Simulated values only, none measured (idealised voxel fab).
Process module under the name voxel wiring stack
160 nm wide, 5 nm square cells: that's cross-section cut.
In this document a cross-section is written as a grid of square cells. It is given as a series of bands, listed from the top down, and a band is one or more rows of cells.
It is stipulated that each band's entry specify, in nanometres, the height of the top of the band and then that of its bottom, followed by the materials of the band in left-to-right sequence, each together with its width in nanometres. A single material marked by the word "edge to edge" is understood to fill the band from edge to edge; the word "air" is understood to denote empty space.
Below 0: as-received wafer, all one material; heights counted from there. Lowest band: no bottom, goes on down, written "z 0 and below".
The two numbers in a width such as "30->40" mark its ends across the band: the first belongs to the top row of cells, the second to the bottom row, and from each row to the next the width moves by the same amount.
"nothing got changed", as given for a step, is the statement that not any cell of the cross-section underwent a change during that step.
"Enclosed internal voids" specifies each empty space that is not open to the top and that occupies no fewer than 8 cells, using the form width x height at distance, the distance measured from the left edge and all three quantities in nm.
Past the settings on a step's line: simulator remark, on that step.
"overlay nm" on a masked step: distance the mask lay right of its planned place, negative for left.
Read the rest as pairs. Take the cross-section before one process step, then the cross-section after it, which shows only down to the lowest band that changed. Under the pair, find the step between them and its settings. Bear in mind that pairs may come from different runs of this module on the same starting wafer: link a pair to the pair above it only where its entry headed "Before this step" says to.

## Before this step
z 95 to 90 = air 20 nm, TiN 20 nm, air 30 nm, TiN 20 nm, air 30 nm, TiN 20 nm, air 20 nm
z 90 to 65 = Ru edge to edge
z 65 to 45 = SiO2 20 nm, Ru 15 nm, SiO2 35 nm, Ru 15 nm, SiO2 35 nm, Ru 15 nm, SiO2 25 nm
z 45 to 40 = SiCN 20 nm, Ru 15 nm, SiCN 35 nm, Ru 15 nm, SiCN 35 nm, Ru 15 nm, SiCN 25 nm
z 40 to 20 = SiO2 20 nm, W 20 nm, SiO2 30 nm, W 20 nm, SiO2 30 nm, W 20 nm, SiO2 20 nm
z 20 to 15 = SiO2 20 nm, TiN 20 nm, SiO2 30 nm, TiN 20 nm, SiO2 30 nm, TiN 20 nm, SiO2 20 nm
z 15 to 0 = SiO2 edge to edge
z 0 and below = Si edge to edge
Enclosed internal voids: none

## Post-Step Cross-Section
z 105 to 95 = SiO2 edge to edge
z 95 to 90 = SiO2 20 nm, TiN 20 nm, SiO2 30 nm, TiN 20 nm, SiO2 30 nm, TiN 20 nm, SiO2 20 nm
Unchanged below 90.
Enclosed internal voids: none
Operation between the pre and post cross-sections above: FILL_DEP, material SiO2, thk nm 10

Before this step: Please consult the pair immediately above; the cross-section it shows after its step is the state before this step.

## Post-Step Cross-Section
z 95 to 90 = SiO2 20 nm, TiN 20 nm, SiO2 30 nm, TiN 20 nm, SiO2 30 nm, TiN 20 nm, SiO2 20 nm
Unchanged below 90.
Enclosed internal voids: none
Operation between the pre and post cross-sections above: CMP, height nm 95

Before this step: Please consult the pair immediately above; the cross-section it shows after its step is the state before this step.

## Post-Step Cross-Section
z 100 to 95 = SiCN edge to edge
Unchanged below 95.
Enclosed internal voids: none
Operation between the pre and post cross-sections above: CONFORMAL_DEP, material SiCN, thk nm 5

## Before this step
z 50 to 40 = SiO2 edge to edge
z 40 to 20 = SiO2 20 nm, W 20 nm, SiO2 30 nm, W 20 nm, SiO2 30 nm, W 20 nm, SiO2 20 nm
z 20 to 15 = SiO2 20 nm, TiN 20 nm, SiO2 30 nm, TiN 20 nm, SiO2 30 nm, TiN 20 nm, SiO2 20 nm
z 15 to 0 = SiO2 edge to edge
z 0 and below = Si edge to edge
Enclosed internal voids: none

## Post-Step Cross-Section
z 35 to 20 = SiO2 20 nm, W 20 nm, SiO2 30 nm, W 20 nm, SiO2 30 nm, W 20 nm, SiO2 20 nm
Unchanged below 20.
Enclosed internal voids: none
Operation between the pre and post cross-sections above: CMP, height nm 35

Before this step: Please consult the pair immediately above; the cross-section it shows after its step is the state before this step.

## Post-Step Cross-Section
z 40 to 35 = SiCN edge to edge
Unchanged below 35.
Enclosed internal voids: none
Operation between the pre and post cross-sections above: CONFORMAL_DEP, material SiCN, thk nm 5

Before this step: Please consult the pair immediately above; the cross-section it shows after its step is the state before this step.

## Post-Step Cross-Section
z 60 to 40 = SiO2 edge to edge
Unchanged below 40.
Enclosed internal voids: none
Operation between the pre and post cross-sections above: DIRECTIONAL_DEP, material SiO2, thk nm 20

Before this step: Please consult the pair immediately above; the cross-section it shows after its step is the state before this step.

## Post-Step Cross-Section
z 75 to 60 = aC edge to edge
Unchanged below 60.
Enclosed internal voids: none
Operation between the pre and post cross-sections above: DIRECTIONAL_DEP, material aC, thk nm 15

Before this step: Please consult the pair immediately above; the cross-section it shows after its step is the state before this step.

## Post-Step Cross-Section
z 110 to 75 = resist 20 nm, air 15 nm, resist 35 nm, air 15 nm, resist 35 nm, air 15 nm, resist 25 nm
Unchanged below 75.
Enclosed internal voids: none
Operation between the pre and post cross-sections above: PATTERN, tone open, mask id PLUG_1, material resist, width nm 15, pitch nm 50, thk nm 35, overlay nm 0

Before this step: Please consult the pair immediately above; the cross-section it shows after its step is the state before this step.

## Post-Step Cross-Section
z 95 to 75 = resist 20 nm, air 15 nm, resist 35 nm, air 15 nm, resist 35 nm, air 15 nm, resist 25 nm
z 75 to 60 = aC 20 nm, air 15 nm, aC 35 nm, air 15 nm, aC 35 nm, air 15 nm, aC 25 nm
Unchanged below 60.
Enclosed internal voids: none
Operation between the pre and post cross-sections above: DIRECTIONAL_ETCH, etch materials aC, depth nm 15

Before this step: Please consult the pair immediately above; the cross-section it shows after its step is the state before this step.

## Post-Step Cross-Section
z 75 to 60 = aC 20 nm, air 15 nm, aC 35 nm, air 15 nm, aC 35 nm, air 15 nm, aC 25 nm
Unchanged below 60.
Enclosed internal voids: none
Operation between the pre and post cross-sections above: STRIP, etch materials resist

Before this step: Please consult the pair immediately above; the cross-section it shows after its step is the state before this step.

## Post-Step Cross-Section
z 75 to 60 = aC 20 nm, air 15 nm, aC 35 nm, air 15 nm, aC 35 nm, air 15 nm, aC 25 nm
z 60 to 40 = SiO2 20 nm, air 15 nm, SiO2 35 nm, air 15 nm, SiO2 35 nm, air 15 nm, SiO2 25 nm
Unchanged below 40.
Enclosed internal voids: none
Operation between the pre and post cross-sections above: DIRECTIONAL_ETCH, etch materials SiO2, depth nm 20

Before this step: Please consult the pair immediately above; the cross-section it shows after its step is the state before this step.

## Post-Step Cross-Section
z 75 to 60 = aC 20 nm, air 15 nm, aC 35 nm, air 15 nm, aC 35 nm, air 15 nm, aC 25 nm
z 60 to 40 = SiO2 20 nm, air 15 nm, SiO2 35 nm, air 15 nm, SiO2 35 nm, air 15 nm, SiO2 25 nm
z 40 to 35 = SiCN 20 nm, air 15 nm, SiCN 35 nm, air 15 nm, SiCN 35 nm, air 15 nm, SiCN 25 nm
Unchanged below 35.
Enclosed internal voids: none
Operation between the pre and post cross-sections above: DIRECTIONAL_ETCH, etch materials SiCN, depth nm 5

Before this step: Please consult the pair immediately above; the cross-section it shows after its step is the state before this step.

## Post-Step Cross-Section
z 60 to 40 = SiO2 20 nm, air 15 nm, SiO2 35 nm, air 15 nm, SiO2 35 nm, air 15 nm, SiO2 25 nm
Unchanged below 40.
Enclosed internal voids: none
Operation between the pre and post cross-sections above: STRIP, etch materials aC

Before this step: Please consult the pair immediately above; the cross-section it shows after its step is the state before this step.

## Post-Step Cross-Section
z 60 to 45 = SiO2 20 nm, air 15 nm, SiO2 35 nm, air 15 nm, SiO2 35 nm, air 15 nm, SiO2 25 nm
z 45 to 40 = SiO2 20 nm, Ru 15 nm, SiO2 35 nm, Ru 15 nm, SiO2 35 nm, Ru 15 nm, SiO2 25 nm
z 40 to 35 = SiCN 20 nm, Ru 15 nm, SiCN 35 nm, Ru 15 nm, SiCN 35 nm, Ru 15 nm, SiCN 25 nm
Unchanged below 35.
Enclosed internal voids: none
Operation between the pre and post cross-sections above: EPI, material Ru, thk nm 10

Before this step: Please consult the pair immediately above; the cross-section it shows after its step is the state before this step.

## Post-Step Cross-Section
z 60 to 55 = SiO2 20 nm, air 15 nm, SiO2 35 nm, air 15 nm, SiO2 35 nm, air 15 nm, SiO2 25 nm
z 55 to 40 = SiO2 20 nm, Ru 15 nm, SiO2 35 nm, Ru 15 nm, SiO2 35 nm, Ru 15 nm, SiO2 25 nm
Unchanged below 40.
Enclosed internal voids: none
Operation between the pre and post cross-sections above: EPI, material Ru, thk nm 10

Before this step: Please consult the pair immediately above; the cross-section it shows after its step is the state before this step.

## Post-Step Cross-Section
z 60 to 40 = SiO2 20 nm, Ru 15 nm, SiO2 35 nm, Ru 15 nm, SiO2 35 nm, Ru 15 nm, SiO2 25 nm
Unchanged below 40.
Enclosed internal voids: none
Operation between the pre and post cross-sections above: EPI, material Ru, thk nm 5

Before this step: Please consult the pair immediately above; the cross-section it shows after its step is the state before this step.

## Post-Step Cross-Section
z 65 to 60 = TiN edge to edge
Unchanged below 60.
Enclosed internal voids: none
Operation between the pre and post cross-sections above: DIRECTIONAL_DEP, material TiN, thk nm 5

Before this step: Please consult the pair immediately above; the cross-section it shows after its step is the state before this step.

## Post-Step Cross-Section
z 90 to 65 = Ru edge to edge
Unchanged below 65.
Enclosed internal voids: none
Operation between the pre and post cross-sections above: DIRECTIONAL_DEP, material Ru, thk nm 25

Before this step: Please consult the pair immediately above; the cross-section it shows after its step is the state before this step.

## Post-Step Cross-Section
z 105 to 90 = air 20 nm, resist 20 nm, air 30 nm, resist 20 nm, air 30 nm, resist 20 nm, air 20 nm
Unchanged below 90.
Enclosed internal voids: none
Operation between the pre and post cross-sections above: PATTERN, tone cover, mask id METAL_2, material resist, width nm 20, pitch nm 50, thk nm 15, overlay nm 0

Before this step: Please consult the pair immediately above; the cross-section it shows after its step is the state before this step.

## Post-Step Cross-Section
z 105 to 90 = air 20 nm, resist 20 nm, air 30 nm, resist 20 nm, air 30 nm, resist 20 nm, air 20 nm
z 90 to 65 = air 20 nm, Ru 20 nm, air 30 nm, Ru 20 nm, air 30 nm, Ru 20 nm, air 20 nm
Unchanged below 65.
Enclosed internal voids: none
Operation between the pre and post cross-sections above: DIRECTIONAL_ETCH, etch materials Ru, depth nm 25

Before this step: Please consult the pair immediately above; the cross-section it shows after its step is the state before this step.

## Post-Step Cross-Section
z 105 to 90 = air 20 nm, resist 20 nm, air 30 nm, resist 20 nm, air 30 nm, resist 20 nm, air 20 nm
z 90 to 65 = air 20 nm, Ru 20 nm, air 30 nm, Ru 20 nm, air 30 nm, Ru 20 nm, air 20 nm
z 65 to 60 = air 20 nm, TiN 20 nm, air 30 nm, TiN 20 nm, air 30 nm, TiN 20 nm, air 20 nm
Unchanged below 60.
Enclosed internal voids: none
Operation between the pre and post cross-sections above: DIRECTIONAL_ETCH, etch materials TiN, depth nm 5

Before this step: Please consult the pair immediately above; the cross-section it shows after its step is the state before this step.

## Post-Step Cross-Section
z 90 to 65 = air 20 nm, Ru 20 nm, air 30 nm, Ru 20 nm, air 30 nm, Ru 20 nm, air 20 nm
Unchanged below 65.
Enclosed internal voids: none
Operation between the pre and post cross-sections above: STRIP, etch materials resist

Before this step: Please consult the pair immediately above; the cross-section it shows after its step is the state before this step.

## Post-Step Cross-Section
z 100 to 90 = SiO2 edge to edge
z 90 to 65 = SiO2 20 nm, Ru 20 nm, SiO2 30 nm, Ru 20 nm, SiO2 30 nm, Ru 20 nm, SiO2 20 nm
z 65 to 60 = SiO2 20 nm, TiN 20 nm, SiO2 30 nm, TiN 20 nm, SiO2 30 nm, TiN 20 nm, SiO2 20 nm
Unchanged below 60.
Enclosed internal voids: none
Operation between the pre and post cross-sections above: FILL_DEP, material SiO2, thk nm 10

Before this step: Please consult the pair immediately above; the cross-section it shows after its step is the state before this step.

## Post-Step Cross-Section
z 95 to 90 = SiO2 edge to edge
Unchanged below 90.
Enclosed internal voids: none
Operation between the pre and post cross-sections above: CMP, height nm 95

Before this step: Please consult the pair immediately above; the cross-section it shows after its step is the state before this step.

## Post-Step Cross-Section
z 100 to 95 = SiCN edge to edge
Unchanged below 95.
Enclosed internal voids: none
Operation between the pre and post cross-sections above: CONFORMAL_DEP, material SiCN, thk nm 5

## Before this step
z 95 to 70 = Ru edge to edge
z 70 to 65 = TiN edge to edge
z 65 to 45 = SiO2 20 nm, Ru 15 nm, SiO2 35 nm, Ru 15 nm, SiO2 35 nm, Ru 15 nm, SiO2 25 nm
z 45 to 40 = SiCN 20 nm, Ru 15 nm, SiCN 35 nm, Ru 15 nm, SiCN 35 nm, Ru 15 nm, SiCN 25 nm
z 40 to 20 = SiO2 20 nm, W 20 nm, SiO2 30 nm, W 20 nm, SiO2 30 nm, W 20 nm, SiO2 20 nm
z 20 to 15 = SiO2 20 nm, TiN 20 nm, SiO2 30 nm, TiN 20 nm, SiO2 30 nm, TiN 20 nm, SiO2 20 nm
z 15 to 0 = SiO2 edge to edge
z 0 and below = Si edge to edge
Enclosed internal voids: none

## Post-Step Cross-Section
z 110 to 95 = air 15 nm, resist 30 nm, air 20 nm, resist 30 nm, air 20 nm, resist 30 nm, air 15 nm
Unchanged below 95.
Enclosed internal voids: none
Operation between the pre and post cross-sections above: PATTERN, tone cover, mask id METAL_2, material resist, width nm 30, pitch nm 50, thk nm 15, overlay nm 0

Before this step: Please consult the pair immediately above; the cross-section it shows after its step is the state before this step.

## Post-Step Cross-Section
z 110 to 95 = air 15 nm, resist 30 nm, air 20 nm, resist 30 nm, air 20 nm, resist 30 nm, air 15 nm
z 95 to 70 = air 15 nm, Ru 30 nm, air 20 nm, Ru 30 nm, air 20 nm, Ru 30 nm, air 15 nm
Unchanged below 70.
Enclosed internal voids: none
Operation between the pre and post cross-sections above: DIRECTIONAL_ETCH, etch materials Ru, depth nm 25

Before this step: Please consult the pair immediately above; the cross-section it shows after its step is the state before this step.

## Post-Step Cross-Section
z 110 to 95 = air 15 nm, resist 30 nm, air 20 nm, resist 30 nm, air 20 nm, resist 30 nm, air 15 nm
z 95 to 70 = air 15 nm, Ru 30 nm, air 20 nm, Ru 30 nm, air 20 nm, Ru 30 nm, air 15 nm
z 70 to 65 = air 15 nm, TiN 30 nm, air 20 nm, TiN 30 nm, air 20 nm, TiN 30 nm, air 15 nm
Unchanged below 65.
Enclosed internal voids: none
Operation between the pre and post cross-sections above: DIRECTIONAL_ETCH, etch materials TiN, depth nm 5

Before this step: Please consult the pair immediately above; the cross-section it shows after its step is the state before this step.

## Post-Step Cross-Section
z 95 to 70 = air 15 nm, Ru 30 nm, air 20 nm, Ru 30 nm, air 20 nm, Ru 30 nm, air 15 nm
Unchanged below 70.
Enclosed internal voids: none
Operation between the pre and post cross-sections above: STRIP, etch materials resist

Before this step: Please consult the pair immediately above; the cross-section it shows after its step is the state before this step.

## Post-Step Cross-Section
z 105 to 95 = SiO2 edge to edge
z 95 to 70 = SiO2 15 nm, Ru 30 nm, SiO2 20 nm, Ru 30 nm, SiO2 20 nm, Ru 30 nm, SiO2 15 nm
z 70 to 65 = SiO2 15 nm, TiN 30 nm, SiO2 20 nm, TiN 30 nm, SiO2 20 nm, TiN 30 nm, SiO2 15 nm
Unchanged below 65.
Enclosed internal voids: none
Operation between the pre and post cross-sections above: FILL_DEP, material SiO2, thk nm 10

Before this step: Please consult the pair immediately above; the cross-section it shows after its step is the state before this step.

## Post-Step Cross-Section
z 95 to 70 = SiO2 15 nm, Ru 30 nm, SiO2 20 nm, Ru 30 nm, SiO2 20 nm, Ru 30 nm, SiO2 15 nm
Unchanged below 70.
Enclosed internal voids: none
Operation between the pre and post cross-sections above: CMP, height nm 95

Before this step: Please consult the pair immediately above; the cross-section it shows after its step is the state before this step.

## Post-Step Cross-Section
z 100 to 95 = SiCN edge to edge
Unchanged below 95.
Enclosed internal voids: none
Operation between the pre and post cross-sections above: CONFORMAL_DEP, material SiCN, thk nm 5

## Before this step
z 80 to 65 = aC edge to edge
z 65 to 45 = SiO2 edge to edge
z 45 to 40 = SiCN edge to edge
z 40 to 20 = SiO2 20 nm, W 20 nm, SiO2 30 nm, W 20 nm, SiO2 30 nm, W 20 nm, SiO2 20 nm
z 20 to 15 = SiO2 20 nm, TiN 20 nm, SiO2 30 nm, TiN 20 nm, SiO2 30 nm, TiN 20 nm, SiO2 20 nm
z 15 to 0 = SiO2 edge to edge
z 0 and below = Si edge to edge
Enclosed internal voids: none

## Post-Step Cross-Section
z 115 to 80 = resist 25 nm, air 15 nm, resist 35 nm, air 15 nm, resist 35 nm, air 15 nm, resist 20 nm
Unchanged below 80.
Enclosed internal voids: none
Operation between the pre and post cross-sections above: PATTERN, tone open, mask id PLUG_1, material resist, width nm 15, pitch nm 50, thk nm 35, overlay nm 5

Before this step: Please consult the pair immediately above; the cross-section it shows after its step is the state before this step.

## Post-Step Cross-Section
z 100 to 80 = resist 25 nm, air 15 nm, resist 35 nm, air 15 nm, resist 35 nm, air 15 nm, resist 20 nm
z 80 to 65 = aC 25 nm, air 15 nm, aC 35 nm, air 15 nm, aC 35 nm, air 15 nm, aC 20 nm
Unchanged below 65.
Enclosed internal voids: none
Operation between the pre and post cross-sections above: DIRECTIONAL_ETCH, etch materials aC, depth nm 15

Before this step: Please consult the pair immediately above; the cross-section it shows after its step is the state before this step.

## Post-Step Cross-Section
z 80 to 65 = aC 25 nm, air 15 nm, aC 35 nm, air 15 nm, aC 35 nm, air 15 nm, aC 20 nm
Unchanged below 65.
Enclosed internal voids: none
Operation between the pre and post cross-sections above: STRIP, etch materials resist

Before this step: Please consult the pair immediately above; the cross-section it shows after its step is the state before this step.

## Post-Step Cross-Section
z 80 to 65 = aC 25 nm, air 15 nm, aC 35 nm, air 15 nm, aC 35 nm, air 15 nm, aC 20 nm
z 65 to 45 = SiO2 25 nm, air 15 nm, SiO2 35 nm, air 15 nm, SiO2 35 nm, air 15 nm, SiO2 20 nm
Unchanged below 45.
Enclosed internal voids: none
Operation between the pre and post cross-sections above: DIRECTIONAL_ETCH, etch materials SiO2, depth nm 20

Before this step: Please consult the pair immediately above; the cross-section it shows after its step is the state before this step.

## Post-Step Cross-Section
z 80 to 65 = aC 25 nm, air 15 nm, aC 35 nm, air 15 nm, aC 35 nm, air 15 nm, aC 20 nm
z 65 to 45 = SiO2 25 nm, air 15 nm, SiO2 35 nm, air 15 nm, SiO2 35 nm, air 15 nm, SiO2 20 nm
z 45 to 40 = SiCN 25 nm, air 15 nm, SiCN 35 nm, air 15 nm, SiCN 35 nm, air 15 nm, SiCN 20 nm
Unchanged below 40.
Enclosed internal voids: none
Operation between the pre and post cross-sections above: DIRECTIONAL_ETCH, etch materials SiCN, depth nm 5

Before this step: Please consult the pair immediately above; the cross-section it shows after its step is the state before this step.

## Post-Step Cross-Section
z 65 to 45 = SiO2 25 nm, air 15 nm, SiO2 35 nm, air 15 nm, SiO2 35 nm, air 15 nm, SiO2 20 nm
Unchanged below 45.
Enclosed internal voids: none
Operation between the pre and post cross-sections above: STRIP, etch materials aC

Before this step: Please consult the pair immediately above; the cross-section it shows after its step is the state before this step.

## Post-Step Cross-Section
z 65 to 50 = SiO2 25 nm, air 15 nm, SiO2 35 nm, air 15 nm, SiO2 35 nm, air 15 nm, SiO2 20 nm
z 50 to 45 = SiO2 25 nm, Ru 15 nm, SiO2 35 nm, Ru 15 nm, SiO2 35 nm, Ru 15 nm, SiO2 20 nm
z 45 to 40 = SiCN 25 nm, Ru 15 nm, SiCN 35 nm, Ru 15 nm, SiCN 35 nm, Ru 15 nm, SiCN 20 nm
Unchanged below 40.
Enclosed internal voids: none
Operation between the pre and post cross-sections above: EPI, material Ru, thk nm 10

Before this step: Please consult the pair immediately above; the cross-section it shows after its step is the state before this step.

## Post-Step Cross-Section
z 65 to 60 = SiO2 25 nm, air 15 nm, SiO2 35 nm, air 15 nm, SiO2 35 nm, air 15 nm, SiO2 20 nm
z 60 to 45 = SiO2 25 nm, Ru 15 nm, SiO2 35 nm, Ru 15 nm, SiO2 35 nm, Ru 15 nm, SiO2 20 nm
Unchanged below 45.
Enclosed internal voids: none
Operation between the pre and post cross-sections above: EPI, material Ru, thk nm 10

Before this step: Please consult the pair immediately above; the cross-section it shows after its step is the state before this step.

## Post-Step Cross-Section
z 65 to 45 = SiO2 25 nm, Ru 15 nm, SiO2 35 nm, Ru 15 nm, SiO2 35 nm, Ru 15 nm, SiO2 20 nm
Unchanged below 45.
Enclosed internal voids: none
Operation between the pre and post cross-sections above: EPI, material Ru, thk nm 5

Before this step: Please consult the pair immediately above; the cross-section it shows after its step is the state before this step.

## Post-Step Cross-Section
z 70 to 65 = TiN edge to edge
Unchanged below 65.
Enclosed internal voids: none
Operation between the pre and post cross-sections above: DIRECTIONAL_DEP, material TiN, thk nm 5

Before this step: Please consult the pair immediately above; the cross-section it shows after its step is the state before this step.

## Post-Step Cross-Section
z 95 to 70 = Ru edge to edge
Unchanged below 70.
Enclosed internal voids: none
Operation between the pre and post cross-sections above: DIRECTIONAL_DEP, material Ru, thk nm 25

Before this step: Please consult the pair immediately above; the cross-section it shows after its step is the state before this step.

## Post-Step Cross-Section
z 110 to 95 = air 20 nm, resist 20 nm, air 30 nm, resist 20 nm, air 30 nm, resist 20 nm, air 20 nm
Unchanged below 95.
Enclosed internal voids: none
Operation between the pre and post cross-sections above: PATTERN, tone cover, mask id METAL_2, material resist, width nm 20, pitch nm 50, thk nm 15, overlay nm 0

Before this step: Please consult the pair immediately above; the cross-section it shows after its step is the state before this step.

## Post-Step Cross-Section
z 110 to 95 = air 20 nm, resist 20 nm, air 30 nm, resist 20 nm, air 30 nm, resist 20 nm, air 20 nm
z 95 to 70 = air 20 nm, Ru 20 nm, air 30 nm, Ru 20 nm, air 30 nm, Ru 20 nm, air 20 nm
Unchanged below 70.
Enclosed internal voids: none
Operation between the pre and post cross-sections above: DIRECTIONAL_ETCH, etch materials Ru, depth nm 25

Before this step: Please consult the pair immediately above; the cross-section it shows after its step is the state before this step.

## Post-Step Cross-Section
z 110 to 95 = air 20 nm, resist 20 nm, air 30 nm, resist 20 nm, air 30 nm, resist 20 nm, air 20 nm
z 95 to 70 = air 20 nm, Ru 20 nm, air 30 nm, Ru 20 nm, air 30 nm, Ru 20 nm, air 20 nm
z 70 to 65 = air 20 nm, TiN 20 nm, air 30 nm, TiN 20 nm, air 30 nm, TiN 20 nm, air 20 nm
Unchanged below 65.
Enclosed internal voids: none
Operation between the pre and post cross-sections above: DIRECTIONAL_ETCH, etch materials TiN, depth nm 5

Before this step: Please consult the pair immediately above; the cross-section it shows after its step is the state before this step.

## Post-Step Cross-Section
z 95 to 70 = air 20 nm, Ru 20 nm, air 30 nm, Ru 20 nm, air 30 nm, Ru 20 nm, air 20 nm
Unchanged below 70.
Enclosed internal voids: none
Operation between the pre and post cross-sections above: STRIP, etch materials resist

Before this step: Please consult the pair immediately above; the cross-section it shows after its step is the state before this step.

## Post-Step Cross-Section
z 105 to 95 = SiO2 edge to edge
z 95 to 70 = SiO2 20 nm, Ru 20 nm, SiO2 30 nm, Ru 20 nm, SiO2 30 nm, Ru 20 nm, SiO2 20 nm
z 70 to 65 = SiO2 20 nm, TiN 20 nm, SiO2 30 nm, TiN 20 nm, SiO2 30 nm, TiN 20 nm, SiO2 20 nm
Unchanged below 65.
Enclosed internal voids: none
Operation between the pre and post cross-sections above: FILL_DEP, material SiO2, thk nm 10

Before this step: Please consult the pair immediately above; the cross-section it shows after its step is the state before this step.

## Post-Step Cross-Section
z 95 to 70 = SiO2 20 nm, Ru 20 nm, SiO2 30 nm, Ru 20 nm, SiO2 30 nm, Ru 20 nm, SiO2 20 nm
Unchanged below 70.
Enclosed internal voids: none
Operation between the pre and post cross-sections above: CMP, height nm 95

Before this step: Please consult the pair immediately above; the cross-section it shows after its step is the state before this step.

## Post-Step Cross-Section
z 100 to 95 = SiCN edge to edge
Unchanged below 95.
Enclosed internal voids: none
Operation between the pre and post cross-sections above: CONFORMAL_DEP, material SiCN, thk nm 5

## Before this step
z 70 to 65 = TiN edge to edge
z 65 to 45 = SiO2 20 nm, Ru 15 nm, SiO2 35 nm, Ru 15 nm, SiO2 35 nm, Ru 15 nm, SiO2 25 nm
z 45 to 40 = SiCN 20 nm, Ru 15 nm, SiCN 35 nm, Ru 15 nm, SiCN 35 nm, Ru 15 nm, SiCN 25 nm
z 40 to 20 = SiO2 20 nm, W 20 nm, SiO2 30 nm, W 20 nm, SiO2 30 nm, W 20 nm, SiO2 20 nm
z 20 to 15 = SiO2 20 nm, TiN 20 nm, SiO2 30 nm, TiN 20 nm, SiO2 30 nm, TiN 20 nm, SiO2 20 nm
z 15 to 0 = SiO2 edge to edge
z 0 and below = Si edge to edge
Enclosed internal voids: none

## Post-Step Cross-Section
z 95 to 70 = W edge to edge
Unchanged below 70.
Enclosed internal voids: none
Operation between the pre and post cross-sections above: DIRECTIONAL_DEP, material W, thk nm 25

Before this step: Please consult the pair immediately above; the cross-section it shows after its step is the state before this step.

## Post-Step Cross-Section
z 110 to 95 = air 20 nm, resist 20 nm, air 30 nm, resist 20 nm, air 30 nm, resist 20 nm, air 20 nm
Unchanged below 95.
Enclosed internal voids: none
Operation between the pre and post cross-sections above: PATTERN, tone cover, mask id METAL_2, material resist, width nm 20, pitch nm 50, thk nm 15, overlay nm 0

Before this step: Please consult the pair immediately above; the cross-section it shows after its step is the state before this step.

## Post-Step Cross-Section
z 95 to 70 = W edge to edge
Unchanged below 70.
Enclosed internal voids: none
Operation between the pre and post cross-sections above: STRIP, etch materials resist

Before this step: Please consult the pair immediately above; the cross-section it shows after its step is the state before this step.

## Post-Step Cross-Section
z 105 to 95 = SiO2 edge to edge
Unchanged below 95.
Enclosed internal voids: none
Operation between the pre and post cross-sections above: FILL_DEP, material SiO2, thk nm 10

Before this step: Please consult the pair immediately above; the cross-section it shows after its step is the state before this step.

## Post-Step Cross-Section
z 95 to 70 = W edge to edge
Unchanged below 70.
Enclosed internal voids: none
Operation between the pre and post cross-sections above: CMP, height nm 95

Before this step: Please consult the pair immediately above; the cross-section it shows after its step is the state before this step.

## Post-Step Cross-Section
z 100 to 95 = SiCN edge to edge
Unchanged below 95.
Enclosed internal voids: none
Operation between the pre and post cross-sections above: CONFORMAL_DEP, material SiCN, thk nm 5

## Before this step
z 40 to 20 = W edge to edge
z 20 to 15 = TiN edge to edge
z 15 to 0 = SiO2 edge to edge
z 0 and below = Si edge to edge
Enclosed internal voids: none

## Post-Step Cross-Section
z 40 to 20 = W 20 nm, air 20 nm, W 30 nm, air 20 nm, W 30 nm, air 20 nm, W 20 nm
Unchanged below 20.
Enclosed internal voids: none
Operation between the pre and post cross-sections above: MASKED_ETCH, tone open, mask id METAL_1, width nm 20, pitch nm 50, etch materials W, depth nm 20, overlay nm 0

Before this step: Please consult the pair immediately above; the cross-section it shows after its step is the state before this step.

## Post-Step Cross-Section
z 50 to 40 = SiO2 edge to edge
z 40 to 20 = W 20 nm, SiO2 20 nm, W 30 nm, SiO2 20 nm, W 30 nm, SiO2 20 nm, W 20 nm
Unchanged below 20.
Enclosed internal voids: none
Operation between the pre and post cross-sections above: FILL_DEP, material SiO2, thk nm 10

Before this step: Please consult the pair immediately above; the cross-section it shows after its step is the state before this step.

## Post-Step Cross-Section
z 40 to 20 = W 20 nm, SiO2 20 nm, W 30 nm, SiO2 20 nm, W 30 nm, SiO2 20 nm, W 20 nm
Unchanged below 20.
Enclosed internal voids: none
Operation between the pre and post cross-sections above: CMP, height nm 40

Before this step: Please consult the pair immediately above; the cross-section it shows after its step is the state before this step.

## Post-Step Cross-Section
z 45 to 40 = SiCN edge to edge
Unchanged below 40.
Enclosed internal voids: none
Operation between the pre and post cross-sections above: CONFORMAL_DEP, material SiCN, thk nm 5

Before this step: Please consult the pair immediately above; the cross-section it shows after its step is the state before this step.

## Post-Step Cross-Section
z 65 to 45 = SiO2 edge to edge
Unchanged below 45.
Enclosed internal voids: none
Operation between the pre and post cross-sections above: DIRECTIONAL_DEP, material SiO2, thk nm 20

Before this step: Please consult the pair immediately above; the cross-section it shows after its step is the state before this step.

## Post-Step Cross-Section
z 80 to 65 = aC edge to edge
Unchanged below 65.
Enclosed internal voids: none
Operation between the pre and post cross-sections above: DIRECTIONAL_DEP, material aC, thk nm 15

Before this step: Please consult the pair immediately above; the cross-section it shows after its step is the state before this step.

## Post-Step Cross-Section
z 115 to 80 = resist 20 nm, air 15 nm, resist 35 nm, air 15 nm, resist 35 nm, air 15 nm, resist 25 nm
Unchanged below 80.
Enclosed internal voids: none
Operation between the pre and post cross-sections above: PATTERN, tone open, mask id PLUG_1, material resist, width nm 15, pitch nm 50, thk nm 35, overlay nm 0

Before this step: Please consult the pair immediately above; the cross-section it shows after its step is the state before this step.

## Post-Step Cross-Section
z 100 to 80 = resist 20 nm, air 15 nm, resist 35 nm, air 15 nm, resist 35 nm, air 15 nm, resist 25 nm
z 80 to 65 = aC 20 nm, air 15 nm, aC 35 nm, air 15 nm, aC 35 nm, air 15 nm, aC 25 nm
Unchanged below 65.
Enclosed internal voids: none
Operation between the pre and post cross-sections above: DIRECTIONAL_ETCH, etch materials aC, depth nm 15

Before this step: Please consult the pair immediately above; the cross-section it shows after its step is the state before this step.

## Post-Step Cross-Section
z 80 to 65 = aC 20 nm, air 15 nm, aC 35 nm, air 15 nm, aC 35 nm, air 15 nm, aC 25 nm
Unchanged below 65.
Enclosed internal voids: none
Operation between the pre and post cross-sections above: STRIP, etch materials resist

Before this step: Please consult the pair immediately above; the cross-section it shows after its step is the state before this step.

## Post-Step Cross-Section
z 80 to 65 = aC 20 nm, air 15 nm, aC 35 nm, air 15 nm, aC 35 nm, air 15 nm, aC 25 nm
z 65 to 45 = SiO2 20 nm, air 15 nm, SiO2 35 nm, air 15 nm, SiO2 35 nm, air 15 nm, SiO2 25 nm
Unchanged below 45.
Enclosed internal voids: none
Operation between the pre and post cross-sections above: DIRECTIONAL_ETCH, etch materials SiO2, depth nm 20
